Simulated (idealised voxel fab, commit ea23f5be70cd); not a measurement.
The document below concerns the process module designated voxel gate over fins.
Square cell edge 5 nm, section width 250 nm, ID cut.
Cross-section spec: square-cell grid; bands listed top down; each band is one or more rows.
In this notation a band is specified by the heights of its top and bottom, in that order and in nm, after which its materials appear from left to right, each paired with its width in nm. The word "full width" attached to a single material means that material fills the band from edge to edge; the word "air" stands for empty space.
Below 0: as-received wafer, all one material; heights counted from there. Lowest band: no bottom, goes on down, written "top 0, no bottom".
A width given as "30->40" starts at the first number in the band's top row and ends at the second number in its bottom row, shifting by an equal amount at every step from row to row.
Any step labelled "all unchanged" changed none of the cells in the cross-section.
"Encapsulated voids" means: voids of 8 cells or more that are shut off from the top with no open way through. Written width x height at distance, distance from the left edge, in nm.
Whatever follows a step's settings on its line is a remark the simulator itself makes about that step.
When a step includes a mask, the "overlay nm" setting on its line states how far to the right of its planned place that mask lay, and negative values state how far to the left.

-- These are the steps we planned for the process
- 1: RECEIVE | material Si
- 2: CONFORMAL_DEP | material SiN | thk nm 5
- 3: MASKED_ETCH | tone cover | mask id FINS | width nm 15 | pitch nm 35 | etch materials SiN | depth nm 5 | overlay nm 0
- 4: MASKED_ETCH | tone cover | mask id FINS | width nm 15 | pitch nm 35 | etch materials Si | depth nm 35 | overlay nm 0
- 5: OXIDIZE | depth nm 5
- 6: FILL_DEP | material SiO2 | thk nm 10
- 7: CMP | height nm 5
- 8: SELECTIVE_ETCH | etch materials SiO2 | depth nm 15
- 9: STRIP | etch materials SiN
- 10: CONFORMAL_DEP | material HfO2 | thk nm 5
- 11: CONFORMAL_DEP | material TiN | thk nm 5
- 12: CONFORMAL_DEP | material TiAl | thk nm 5
- 13: CONFORMAL_DEP | material TiN | thk nm 5
- 14: FILL_DEP | material W | thk nm 10
- 15: CMP | height nm 25
- 16: CONFORMAL_DEP | material SiN | thk nm 10
Split variable: thk nm, step 2. Plan value = first wafer. Wafers start alike.

-- First wafer of several, as received: cross-section after step 1
* top 0, no bottom  Si full width
* Encapsulated voids: none

-- The rows of the table below are wafers. Looking at the end of the module, a row counts, for every material, the cells the wafer has gained, shown as (+), or lost, shown as (-), since it was received; its closed voids come next
thk nm 5 | +58 HfO2 | -384 Si | +100 SiN | +288 SiO2 | +58 TiAl | +112 TiN | +118 W | Encapsulated voids: none
thk nm 10 | +50 HfO2 | +100 SiN | +50 TiAl | +100 TiN | +50 W | Encapsulated voids: none
thk nm 15 | +50 HfO2 | +100 SiN | +50 TiAl | +100 TiN | +50 W | Encapsulated voids: none
thk nm 20 | +50 HfO2 | +100 SiN | +50 TiAl | +100 TiN | +50 W | Encapsulated voids: none
